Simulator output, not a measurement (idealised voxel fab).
Proc. module: voxel double patterning
Displayed cross-section: cut, width of 210 nm, square cells sized 5 nm.
Just so we're on the same page, the cross-sections are grids of square cells, and they're listed out in bands top to bottom, each band one or more rows deep.
Top, bottom (nm), then materials left to right with widths (nm); lone material tagged "edge to edge" fills the whole band edge to edge; "empty" = empty space.
Beneath 0, the wafer as received is one material, and that level is where height counting begins. The lowest band goes on downward without a bottom; it is written like "0 down".
When a width is written as two numbers, as in "30 to 40", the first number is the width in the top row of cells of the band and the second is the width in its bottom row, and the width changes by the same amount from each row to the next.
Basically "same as before" means that step didn't change any cell in the cross-section.
Basically, "Closed void roster" tells you about the enclosed voids: empty spaces with no open way to the top, 8 cells or bigger, each written width x height at distance, where distance is from the left edge, all in nm.
That trailing text on a step's line, after the settings, is the simulator's own remark on the step.
You can add "overlay nm" to a step's line. For a step with a mask, it describes how far the mask lay to the right of its planned position, and a negative number describes a lay to the left.
List of planned process steps
1) RECEIVE | material Si
2) CONFORMAL_DEP | material SiO2 | thk nm 5
3) DIRECTIONAL_DEP | material W | thk nm 20
4) DIRECTIONAL_DEP | material SiN | thk nm 10
5) DIRECTIONAL_DEP | material aC | thk nm 10
6) PATTERN | tone open | mask id FIRST | material resist | width nm 15 | pitch nm 50 | thk nm 30 | overlay nm 0
7) DIRECTIONAL_ETCH | etch materials aC | depth nm 10
8) STRIP | etch materials resist
9) DIRECTIONAL_ETCH | etch materials SiN | depth nm 10
10) STRIP | etch materials aC
11) DIRECTIONAL_DEP | material aC | thk nm 15
12) PATTERN | tone open | mask id SECOND | material resist | width nm 15 | thk nm 35 | overlay nm 0
13) DIRECTIONAL_ETCH | etch materials aC | depth nm 15
14) STRIP | etch materials resist
15) DIRECTIONAL_ETCH | etch materials SiN | depth nm 10
16) STRIP | etch materials aC
17) DIRECTIONAL_ETCH | etch materials W | depth nm 20
18) STRIP | etch materials SiN
First out of two wafers; run went to plan
as received, after step 1
0 down = Si edge to edge
Closed void roster: none
How the wafer stands in section after step 2
5 to 0 = SiO2 edge to edge
Under 0: no change, same as before.
How the wafer stands in section after step 3
25 to 5 = W edge to edge
Under 5: no change, same as before.
How the wafer stands in section after step 4
35 to 25 = SiN edge to edge
Under 25: no change, same as before.
How the wafer stands in section after step 5
45 to 35 = aC edge to edge
Under 35: no change, same as before.
How the wafer stands in section after step 6
75 to 45 = 70 nm resist / 15 nm empty / 35 nm resist / 15 nm empty / 75 nm resist
Under 45: no change, same as before.
How the wafer stands in section after step 7
65 to 45 = 70 nm resist / 15 nm empty / 35 nm resist / 15 nm empty / 75 nm resist
45 to 35 = 70 nm aC / 15 nm empty / 35 nm aC / 15 nm empty / 75 nm aC
Under 35: no change, same as before.
How the wafer stands in section after step 8
45 to 35 = 70 nm aC / 15 nm empty / 35 nm aC / 15 nm empty / 75 nm aC
Under 35: no change, same as before.
How the wafer stands in section after step 9
45 to 35 = 70 nm aC / 15 nm empty / 35 nm aC / 15 nm empty / 75 nm aC
35 to 25 = 70 nm SiN / 15 nm empty / 35 nm SiN / 15 nm empty / 75 nm SiN
Under 25: no change, same as before.
How the wafer stands in section after step 10
35 to 25 = 70 nm SiN / 15 nm empty / 35 nm SiN / 15 nm empty / 75 nm SiN
Under 25: no change, same as before.
How the wafer stands in section after step 11
50 to 40 = 70 nm aC / 15 nm empty / 35 nm aC / 15 nm empty / 75 nm aC
40 to 35 = aC edge to edge
35 to 25 = 70 nm SiN / 15 nm aC / 35 nm SiN / 15 nm aC / 75 nm SiN
Under 25: no change, same as before.
How the wafer stands in section after step 12
85 to 50 = 95 nm resist / 15 nm empty / 100 nm resist
50 to 40 = 70 nm aC / 15 nm resist / 35 nm aC / 15 nm resist / 75 nm aC
Under 40: no change, same as before.
How the wafer stands in section after step 13
70 to 50 = 95 nm resist / 15 nm empty / 100 nm resist
50 to 40 = 70 nm aC / 15 nm resist / 10 nm aC / 15 nm empty / 10 nm aC / 15 nm resist / 75 nm aC
40 to 35 = 95 nm aC / 15 nm empty / 100 nm aC
Under 35: no change, same as before.
How the wafer stands in section after step 14
50 to 40 = 70 nm aC / 15 nm empty / 10 nm aC / 15 nm empty / 10 nm aC / 15 nm empty / 75 nm aC
Under 40: no change, same as before.
How the wafer stands in section after step 15
50 to 40 = 70 nm aC / 15 nm empty / 10 nm aC / 15 nm empty / 10 nm aC / 15 nm empty / 75 nm aC
40 to 35 = 95 nm aC / 15 nm empty / 100 nm aC
35 to 25 = 70 nm SiN / 15 nm aC / 10 nm SiN / 15 nm empty / 10 nm SiN / 15 nm aC / 75 nm SiN
Under 25: no change, same as before.
How the wafer stands in section after step 16
35 to 25 = 70 nm SiN / 15 nm empty / 10 nm SiN / 15 nm empty / 10 nm SiN / 15 nm empty / 75 nm SiN
Under 25: no change, same as before.
How the wafer stands in section after step 17
35 to 25 = 70 nm SiN / 15 nm empty / 10 nm SiN / 15 nm empty / 10 nm SiN / 15 nm empty / 75 nm SiN
25 to 5 = 70 nm W / 15 nm empty / 10 nm W / 15 nm empty / 10 nm W / 15 nm empty / 75 nm W
Under 5: no change, same as before.
How the wafer stands in section after step 18
25 to 5 = 70 nm W / 15 nm empty / 10 nm W / 15 nm empty / 10 nm W / 15 nm empty / 75 nm W
Under 5: no change, same as before.
Notes, second wafer: start = first wafer's, plan = first wafer's, execution had one mistake; history identical to first through step 13
Second wafer, cut view, end of step 14 per plan
70 to 50 = 95 nm resist / 15 nm empty / 100 nm resist
50 to 40 = 70 nm aC / 15 nm resist / 10 nm aC / 15 nm empty / 10 nm aC / 15 nm resist / 75 nm aC
40 to 35 = 95 nm aC / 15 nm empty / 100 nm aC
35 to 25 = 70 nm SiN / 15 nm aC / 35 nm empty / 15 nm aC / 75 nm SiN
Under 25: no change, same as before.
Second wafer, cut view, end of step 15 per plan: same as before
Second wafer, cut view, end of step 16 per plan
35 to 25 = 70 nm SiN / 65 nm empty / 75 nm SiN
Under 25: no change, same as before.
Second wafer, cut view, end of step 17 per plan
35 to 25 = 70 nm SiN / 65 nm empty / 75 nm SiN
25 to 5 = 70 nm W / 65 nm empty / 75 nm W
Under 5: no change, same as before.
Second wafer, cut view, end of step 18 per plan
25 to 5 = 70 nm W / 65 nm empty / 75 nm W
Under 5: no change, same as before.
Plan not followed: step 14: run off-plan, actual operation and settings STRIP | etch materials SiN
End check, counted in cells, second wafer has more or fewer of these materials than the first: W: 16 fewer
